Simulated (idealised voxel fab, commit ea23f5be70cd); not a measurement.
Title: Process Module voxel tone inversion
Cross-sectional view cut (width: 225 nm; square cell size: 5 nm).
Notation: cross-section as square-cell grid; stated in bands, top first, going down; one or more cell rows per band. Band entry format. Leading values: height of top, height of bottom, nm. Remainder: materials in left-to-right order, each with its width in nm. Special words: "throughout" on a single material, which then fills the band edge to edge; "air", empty space. Measure heights from 0. That's the level where, below it, the as-received wafer is all one material. The lowest band is bottomless and extends downward; write it as in "0 -> down". So if you see something like "30..40" for the width, read it as the top row of the band sitting at the first number and the bottom row at the second, with every row in between moving by the same amount as the last. "nothing changed" -> step changed no cross-section cell. "Enclosed void inventory" specifies each empty space that is not open to the top and that occupies no fewer than 8 cells, using the form width x height at distance, the distance measured from the left edge and all three quantities in nm. Read whatever lies past the settings on a step's line as the simulator's own remark about the step. What "overlay nm" on a step's line means: if the step has a mask, that mask lay this far to the right of its planned place, or, when the value is negative, to the left. Every pair from here on: before one process step, after it. The after cross-section reaches only to the lowest band that changed. Below the pair: the step in between and its settings. Pairs can belong to different runs of this module on the same starting wafer; a pair carries on from the pair above only if the entry headed "Pre-process state" says so.

Pre-process state
    0 -> down | Si throughout
    Enclosed void inventory: none

Step Result
    5 -> 0 | SiCN throughout
    Nothing below the height 0 has changed.
    Enclosed void inventory: none
Which process step falls between the two cross-sections above? CONFORMAL_DEP with material SiCN, thk nm 5

Pre-process state: as in the pair right above, post-step view.

Step Result
    20 -> 5 | polySi throughout
    Nothing below the height 5 has changed.
    Enclosed void inventory: none
Which process step falls between the two cross-sections above? DIRECTIONAL_DEP with material polySi, thk nm 15

Pre-process state: as in the pair right above, post-step view.

Step Result
    40 -> 20 | 25 air, 25 resist, 25 air, 25 resist, 25 air, 25 resist, 25 air, 25 resist, 25 air
    Nothing below the height 20 has changed.
    Enclosed void inventory: none
Which process step falls between the two cross-sections above? PATTERN with tone cover, mask id POSTS, material resist, width nm 25, pitch nm 50, thk nm 20, overlay nm 0

Pre-process state: as in the pair right above, post-step view.

Step Result
    40 -> 20 | 25 air, 25 resist, 25 air, 25 resist, 25 air, 25 resist, 25 air, 25 resist, 25 air
    20 -> 5 | 25 air, 25 polySi, 25 air, 25 polySi, 25 air, 25 polySi, 25 air, 25 polySi, 25 air
    Nothing below the height 5 has changed.
    Enclosed void inventory: none
Which process step falls between the two cross-sections above? DIRECTIONAL_ETCH with etch materials polySi, depth nm 15

Pre-process state: as in the pair right above, post-step view.

Step Result
    20 -> 5 | 25 air, 25 polySi, 25 air, 25 polySi, 25 air, 25 polySi, 25 air, 25 polySi, 25 air
    Nothing below the height 5 has changed.
    Enclosed void inventory: none
Which process step falls between the two cross-sections above? STRIP with etch materials resist

Pre-process state: as in the pair right above, post-step view.

Step Result
    30 -> 20 | lowk throughout
    20 -> 5 | 25 lowk, 25 polySi, 25 lowk, 25 polySi, 25 lowk, 25 polySi, 25 lowk, 25 polySi, 25 lowk
    Nothing below the height 5 has changed.
    Enclosed void inventory: none
Which process step falls between the two cross-sections above? FILL_DEP with material lowk, thk nm 10

Pre-process state: as in the pair right above, post-step view.

Step Result
    20 -> 5 | 25 lowk, 25 polySi, 25 lowk, 25 polySi, 25 lowk, 25 polySi, 25 lowk, 25 polySi, 25 lowk
    Nothing below the height 5 has changed.
    Enclosed void inventory: none
Which process step falls between the two cross-sections above? CMP with height nm 20

Pre-process state: as in the pair right above, post-step view.

Step Result
    20 -> 5 | 25 lowk, 25 air, 25 lowk, 25 air, 25 lowk, 25 air, 25 lowk, 25 air, 25 lowk
    Nothing below the height 5 has changed.
    Enclosed void inventory: none
Which process step falls between the two cross-sections above? STRIP with etch materials polySi

Pre-process state
    0 -> down | Si throughout
    Enclosed void inventory: none

Step Result
    15 -> 0 | polySi throughout
    Nothing below the height 0 has changed.
    Enclosed void inventory: none
Which process step falls between the two cross-sections above? DIRECTIONAL_DEP with material polySi, thk nm 15

Pre-process state: as in the pair right above, post-step view.

Step Result
    35 -> 15 | 25 air, 25 resist, 25 air, 25 resist, 25 air, 25 resist, 25 air, 25 resist, 25 air
    Nothing below the height 15 has changed.
    Enclosed void inventory: none
Which process step falls between the two cross-sections above? PATTERN with tone cover, mask id POSTS, material resist, width nm 25, pitch nm 50, thk nm 20, overlay nm 0

Pre-process state: as in the pair right above, post-step view.

Step Result
    35 -> 15 | 25 air, 25 resist, 25 air, 25 resist, 25 air, 25 resist, 25 air, 25 resist, 25 air
    15 -> 0 | 25 air, 25 polySi, 25 air, 25 polySi, 25 air, 25 polySi, 25 air, 25 polySi, 25 air
    Nothing below the height 0 has changed.
    Enclosed void inventory: none
Which process step falls between the two cross-sections above? DIRECTIONAL_ETCH with etch materials polySi, depth nm 15

Pre-process state: as in the pair right above, post-step view.

Step Result
    15 -> 0 | 25 air, 25 polySi, 25 air, 25 polySi, 25 air, 25 polySi, 25 air, 25 polySi, 25 air
    Nothing below the height 0 has changed.
    Enclosed void inventory: none
Which process step falls between the two cross-sections above? STRIP with etch materials resist

Pre-process state: as in the pair right above, post-step view.

Step Result
    25 -> 15 | lowk throughout
    15 -> 0 | 25 lowk, 25 polySi, 25 lowk, 25 polySi, 25 lowk, 25 polySi, 25 lowk, 25 polySi, 25 lowk
    Nothing below the height 0 has changed.
    Enclosed void inventory: none
Which process step falls between the two cross-sections above? FILL_DEP with material lowk, thk nm 10

Pre-process state: as in the pair right above, post-step view.

Step Result
    20 -> 15 | lowk throughout
    Nothing below the height 15 has changed.
    Enclosed void inventory: none
Which process step falls between the two cross-sections above? CMP with height nm 20

Pre-process state
    15 -> 0 | polySi throughout
    0 -> down | Si throughout
    Enclosed void inventory: none

Step Result
    20 -> 15 | SiCN throughout
    Nothing below the height 15 has changed.
    Enclosed void inventory: none
Which process step falls between the two cross-sections above? CONFORMAL_DEP with material SiCN, thk nm 5

Pre-process state: as in the pair right above, post-step view.

Step Result
    40 -> 20 | 25 air, 25 resist, 25 air, 25 resist, 25 air, 25 resist, 25 air, 25 resist, 25 air
    Nothing below the height 20 has changed.
    Enclosed void inventory: none
Which process step falls between the two cross-sections above? PATTERN with tone cover, mask id POSTS, material resist, width nm 25, pitch nm 50, thk nm 20, overlay nm 0

Pre-process state: as in the pair right above, post-step view.

Step Result
    20 -> 15 | SiCN throughout
    Nothing below the height 15 has changed.
    Enclosed void inventory: none
Which process step falls between the two cross-sections above? STRIP with etch materials resist

Pre-process state: as in the pair right above, post-step view.

Step Result
    30 -> 20 | lowk throughout
    Nothing below the height 20 has changed.
    Enclosed void inventory: none
Which process step falls between the two cross-sections above? FILL_DEP with material lowk, thk nm 10

Pre-process state: as in the pair right above, post-step view.

Step Result
    20 -> 15 | SiCN throughout
    Nothing below the height 15 has changed.
    Enclosed void inventory: none
Which process step falls between the two cross-sections above? CMP with height nm 20

Pre-process state
    0 -> down | Si throughout
    Enclosed void inventory: none

Step Result
    15 -> 0 | SiCN throughout
    Nothing below the height 0 has changed.
    Enclosed void inventory: none
Which process step falls between the two cross-sections above? CONFORMAL_DEP with material SiCN, thk nm 15

Pre-process state: as in the pair right above, post-step view.

Step Result
    30 -> 15 | polySi throughout
    Nothing below the height 15 has changed.
    Enclosed void inventory: none
Which process step falls between the two cross-sections above? DIRECTIONAL_DEP with material polySi, thk nm 15

Pre-process state: as in the pair right above, post-step view.

Step Result
    50 -> 30 | 25 air, 25 resist, 25 air, 25 resist, 25 air, 25 resist, 25 air, 25 resist, 25 air
    Nothing below the height 30 has changed.
    Enclosed void inventory: none
Which process step falls between the two cross-sections above? PATTERN with tone cover, mask id POSTS, material resist, width nm 25, pitch nm 50, thk nm 20, overlay nm 0

Pre-process state: as in the pair right above, post-step view.

Step Result
    50 -> 30 | 25 air, 25 resist, 25 air, 25 resist, 25 air, 25 resist, 25 air, 25 resist, 25 air
    30 -> 15 | 25 air, 25 polySi, 25 air, 25 polySi, 25 air, 25 polySi, 25 air, 25 polySi, 25 air
    Nothing below the height 15 has changed.
    Enclosed void inventory: none
Which process step falls between the two cross-sections above? DIRECTIONAL_ETCH with etch materials polySi, depth nm 15

Pre-process state: as in the pair right above, post-step view.

Step Result
    30 -> 15 | 25 air, 25 polySi, 25 air, 25 polySi, 25 air, 25 polySi, 25 air, 25 polySi, 25 air
    Nothing below the height 15 has changed.
    Enclosed void inventory: none
Which process step falls between the two cross-sections above? STRIP with etch materials resist

Pre-process state: as in the pair right above, post-step view.

Step Result
    40 -> 30 | lowk throughout
    30 -> 15 | 25 lowk, 25 polySi, 25 lowk, 25 polySi, 25 lowk, 25 polySi, 25 lowk, 25 polySi, 25 lowk
    Nothing below the height 15 has changed.
    Enclosed void inventory: none
Which process step falls between the two cross-sections above? FILL_DEP with material lowk, thk nm 10

Pre-process state: as in the pair right above, post-step view.

Step Result
    20 -> 15 | 25 lowk, 25 polySi, 25 lowk, 25 polySi, 25 lowk, 25 polySi, 25 lowk, 25 polySi, 25 lowk
    Nothing below the height 15 has changed.
    Enclosed void inventory: none
Which process step falls between the two cross-sections above? CMP with height nm 20

Pre-process state: as in the pair right above, post-step view.

Step Result
    20 -> 15 | 25 lowk, 25 air, 25 lowk, 25 air, 25 lowk, 25 air, 25 lowk, 25 air, 25 lowk
    Nothing below the height 15 has changed.
    Enclosed void inventory: none
Which process step falls between the two cross-sections above? STRIP with etch materials polySi

Pre-process state
    20 -> 5 | polySi throughout
    5 -> 0 | SiCN throughout
    0 -> down | Si throughout
    Enclosed void inventory: none

Step Result
    40 -> 20 | 20 air, 35 resist, 15 air, 35 resist, 15 air, 35 resist, 15 air, 35 resist, 20 air
    Nothing below the height 20 has changed.
    Enclosed void inventory: none
Which process step falls between the two cross-sections above? PATTERN with tone cover, mask id POSTS, material resist, width nm 35, pitch nm 50, thk nm 20, overlay nm 0

Pre-process state: as in the pair right above, post-step view.

Step Result
    40 -> 20 | 20 air, 35 resist, 15 air, 35 resist, 15 air, 35 resist, 15 air, 35 resist, 20 air
    20 -> 5 | 20 air, 35 polySi, 15 air, 35 polySi, 15 air, 35 polySi, 15 air, 35 polySi, 20 air
    Nothing below the height 5 has changed.
    Enclosed void inventory: none
Which process step falls between the two cross-sections above? DIRECTIONAL_ETCH with etch materials polySi, depth nm 15

Pre-process state: as in the pair right above, post-step view.

Step Result
    20 -> 5 | 20 air, 35 polySi, 15 air, 35 polySi, 15 air, 35 polySi, 15 air, 35 polySi, 20 air
    Nothing below the height 5 has changed.
    Enclosed void inventory: none
Which process step falls between the two cross-sections above? STRIP with etch materials resist

Pre-process state: as in the pair right above, post-step view.

Step Result
    30 -> 20 | lowk throughout
    20 -> 5 | 20 lowk, 35 polySi, 15 lowk, 35 polySi, 15 lowk, 35 polySi, 15 lowk, 35 polySi, 20 lowk
    Nothing below the height 5 has changed.
    Enclosed void inventory: none
Which process step falls between the two cross-sections above? FILL_DEP with material lowk, thk nm 10

Pre-process state: as in the pair right above, post-step view.

Step Result
    20 -> 5 | 20 lowk, 35 polySi, 15 lowk, 35 polySi, 15 lowk, 35 polySi, 15 lowk, 35 polySi, 20 lowk
    Nothing below the height 5 has changed.
    Enclosed void inventory: none
Which process step falls between the two cross-sections above? CMP with height nm 20

Pre-process state: as in the pair right above, post-step view.

Step Result
    20 -> 5 | 20 lowk, 35 air, 15 lowk, 35 air, 15 lowk, 35 air, 15 lowk, 35 air, 20 lowk
    Nothing below the height 5 has changed.
    Enclosed void inventory: none
Which process step falls between the two cross-sections above? STRIP with etch materials polySi

Pre-process state
    20 -> 5 | polySi throughout
    5 -> 0 | SiCN throughout
    0 -> down | Si throughout
    Enclosed void inventory: none

Step Result
    40 -> 20 | 35 air, 25 resist, 25 air, 25 resist, 25 air, 25 resist, 25 air, 25 resist, 15 air
    Nothing below the height 20 has changed.
    Enclosed void inventory: none
Which process step falls between the two cross-sections above? PATTERN with tone cover, mask id POSTS, material resist, width nm 25, pitch nm 50, thk nm 20, overlay nm 10

Pre-process state: as in the pair right above, post-step view.

Step Result
    40 -> 20 | 35 air, 25 resist, 25 air, 25 resist, 25 air, 25 resist, 25 air, 25 resist, 15 air
    20 -> 5 | 35 air, 25 polySi, 25 air, 25 polySi, 25 air, 25 polySi, 25 air, 25 polySi, 15 air
    Nothing below the height 5 has changed.
    Enclosed void inventory: none
Which process step falls between the two cross-sections above? DIRECTIONAL_ETCH with etch materials polySi, depth nm 15

Pre-process state: as in the pair right above, post-step view.

Step Result
    20 -> 5 | 35 air, 25 polySi, 25 air, 25 polySi, 25 air, 25 polySi, 25 air, 25 polySi, 15 air
    Nothing below the height 5 has changed.
    Enclosed void inventory: none
Which process step falls between the two cross-sections above? STRIP with etch materials resist

Pre-process state: as in the pair right above, post-step view.

Step Result
    30 -> 20 | lowk throughout
    20 -> 5 | 35 lowk, 25 polySi, 25 lowk, 25 polySi, 25 lowk, 25 polySi, 25 lowk, 25 polySi, 15 lowk
    Nothing below the height 5 has changed.
    Enclosed void inventory: none
Which process step falls between the two cross-sections above? FILL_DEP with material lowk, thk nm 10

Pre-process state: as in the pair right above, post-step view.

Step Result
    20 -> 5 | 35 lowk, 25 polySi, 25 lowk, 25 polySi, 25 lowk, 25 polySi, 25 lowk, 25 polySi, 15 lowk
    Nothing below the height 5 has changed.
    Enclosed void inventory: none
Which process step falls between the two cross-sections above? CMP with height nm 20

Pre-process state: as in the pair right above, post-step view.

Step Result
    20 -> 5 | 35 lowk, 25 air, 25 lowk, 25 air, 25 lowk, 25 air, 25 lowk, 25 air, 15 lowk
    Nothing below the height 5 has changed.
    Enclosed void inventory: none
Which process step falls between the two cross-sections above? STRIP with etch materials polySi

Pre-process state
    20 -> 5 | 25 air, 25 polySi, 25 air, 25 polySi, 25 air, 25 polySi, 25 air, 25 polySi, 25 air
    5 -> 0 | SiCN throughout
    0 -> down | Si throughout
    Enclosed void inventory: none

Step Result
    30 -> 20 | SiCN throughout
    20 -> 5 | 25 SiCN, 25 polySi, 25 SiCN, 25 polySi, 25 SiCN, 25 polySi, 25 SiCN, 25 polySi, 25 SiCN
    Nothing below the height 5 has changed.
    Enclosed void inventory: none
Which process step falls between the two cross-sections above? FILL_DEP with material SiCN, thk nm 10

Pre-process state: as in the pair right above, post-step view.

Step Result
    20 -> 5 | 25 SiCN, 25 polySi, 25 SiCN, 25 polySi, 25 SiCN, 25 polySi, 25 SiCN, 25 polySi, 25 SiCN
    Nothing below the height 5 has changed.
    Enclosed void inventory: none
Which process step falls between the two cross-sections above? CMP with height nm 20

Pre-process state: as in the pair right above, post-step view.

Step Result
    20 -> 5 | 25 SiCN, 25 air, 25 SiCN, 25 air, 25 SiCN, 25 air, 25 SiCN, 25 air, 25 SiCN
    Nothing below the height 5 has changed.
    Enclosed void inventory: none
Which process step falls between the two cross-sections above? STRIP with etch materials polySi

Pre-process state
    20 -> 5 | polySi throughout
    5 -> 0 | SiCN throughout
    0 -> down | Si throughout
    Enclosed void inventory: none

Step Result
    40 -> 20 | 25 resist, 25 air, 25 resist, 25 air, 25 resist, 25 air, 25 resist, 25 air, 25 resist
    Nothing below the height 20 has changed.
    Enclosed void inventory: none
Which process step falls between the two cross-sections above? PATTERN with tone open, mask id POSTS, material resist, width nm 25, pitch nm 50, thk nm 20, overlay nm 0

Pre-process state: as in the pair right above, post-step view.

Step Result
    40 -> 20 | 25 resist, 25 air, 25 resist, 25 air, 25 resist, 25 air, 25 resist, 25 air, 25 resist
    20 -> 5 | 25 polySi, 25 air, 25 polySi, 25 air, 25 polySi, 25 air, 25 polySi, 25 air, 25 polySi
    Nothing below the height 5 has changed.
    Enclosed void inventory: none
Which process step falls between the two cross-sections above? DIRECTIONAL_ETCH with etch materials polySi, depth nm 15

Pre-process state: as in the pair right above, post-step view.

Step Result
    20 -> 5 | 25 polySi, 25 air, 25 polySi, 25 air, 25 polySi, 25 air, 25 polySi, 25 air, 25 polySi
    Nothing below the height 5 has changed.
    Enclosed void inventory: none
Which process step falls between the two cross-sections above? STRIP with etch materials resist

Pre-process state: as in the pair right above, post-step view.

Step Result
    30 -> 20 | lowk throughout
    20 -> 5 | 25 polySi, 25 lowk, 25 polySi, 25 lowk, 25 polySi, 25 lowk, 25 polySi, 25 lowk, 25 polySi
    Nothing below the height 5 has changed.
    Enclosed void inventory: none
Which process step falls between the two cross-sections above? FILL_DEP with material lowk, thk nm 10

Pre-process state: as in the pair right above, post-step view.

Step Result
    20 -> 5 | 25 polySi, 25 lowk, 25 polySi, 25 lowk, 25 polySi, 25 lowk, 25 polySi, 25 lowk, 25 polySi
    Nothing below the height 5 has changed.
    Enclosed void inventory: none
Which process step falls between the two cross-sections above? CMP with height nm 20

Pre-process state: as in the pair right above, post-step view.

Step Result
    20 -> 5 | 25 air, 25 lowk, 25 air, 25 lowk, 25 air, 25 lowk, 25 air, 25 lowk, 25 air
    Nothing below the height 5 has changed.
    Enclosed void inventory: none
Which process step falls between the two cross-sections above? STRIP with etch materials polySi
